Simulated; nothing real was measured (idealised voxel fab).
process module | voxel ribs on slabs
cross-section cut | 220 nm wide | cells 5 nm
A cross-section is a grid of square cells, given in bands from the top down. A band is one or more rows of cells.
Each band's line starts with the height of the band's top and of its bottom, in nm. Then come its materials from left to right, each with its width in nm. One material with "throughout" fills the band from edge to edge. "air" is empty space.
Height 0 is the level under which the wafer as received is all one material. The lowest band goes on downwards, as in "0 down".
A width such as "30 to 40" changes by the same amount from each row of cells to the next, from the band's top row to its bottom row.
"no change" after a step means that no cell of the cross-section changed.
closed voids: empty space of 8 cells or more with no open way to the top, each as width x height at its distance from the left edge, in nm
after a step's settings: what the simulator itself notes on the step
overlay nm, on a step with a mask: how far to the right of its planned place the mask lay; to the left if negative
plan
1 op RECEIVE | material Si
2 op DIRECTIONAL_DEP | material SiO2 | thk nm 20
3 op DIRECTIONAL_DEP | material polySi | thk nm 20
4 op PATTERN | tone cover | mask id RIB | material resist | width nm 20 | thk nm 20 | overlay nm 0
5 op DIRECTIONAL_ETCH | etch materials polySi | depth nm 5
6 op STRIP | etch materials resist
7 op DIRECTIONAL_DEP | material aC | thk nm 10
8 op PATTERN | tone cover | mask id SLAB | material resist | width nm 70 | thk nm 30 | overlay nm 0
9 op DIRECTIONAL_ETCH | etch materials aC | depth nm 10
10 op STRIP | etch materials resist
11 op DIRECTIONAL_ETCH | etch materials polySi | depth nm 15
12 op STRIP | etch materials aC
13 op FILL_DEP | material SiO2 | thk nm 20
14 op CMP | height nm 55
15 op DIRECTIONAL_DEP | material TiN | thk nm 10
16 op PATTERN | tone cover | mask id HEATER | material resist | width nm 30 | thk nm 15 | overlay nm 0
17 op DIRECTIONAL_ETCH | etch materials TiN | depth nm 10
18 op STRIP | etch materials resist
19 op CONFORMAL_DEP | material SiN | thk nm 5
as received, after step 1
  0 down: Si throughout
  closed voids: none
a wafer at the end: this start, this plan, one mistake
  70 to 65: air 90 | SiN 40 | air 90
  65 to 60: air 90 | SiN 5 | TiN 30 | SiN 5 | air 90
  60 to 55: SiN 95 | TiN 30 | SiN 95
  55 to 20: SiO2 throughout
  20 to 0: polySi throughout
  0 down: Si throughout
  closed voids: none
what went wrong: steps 2 and 3 were swapped
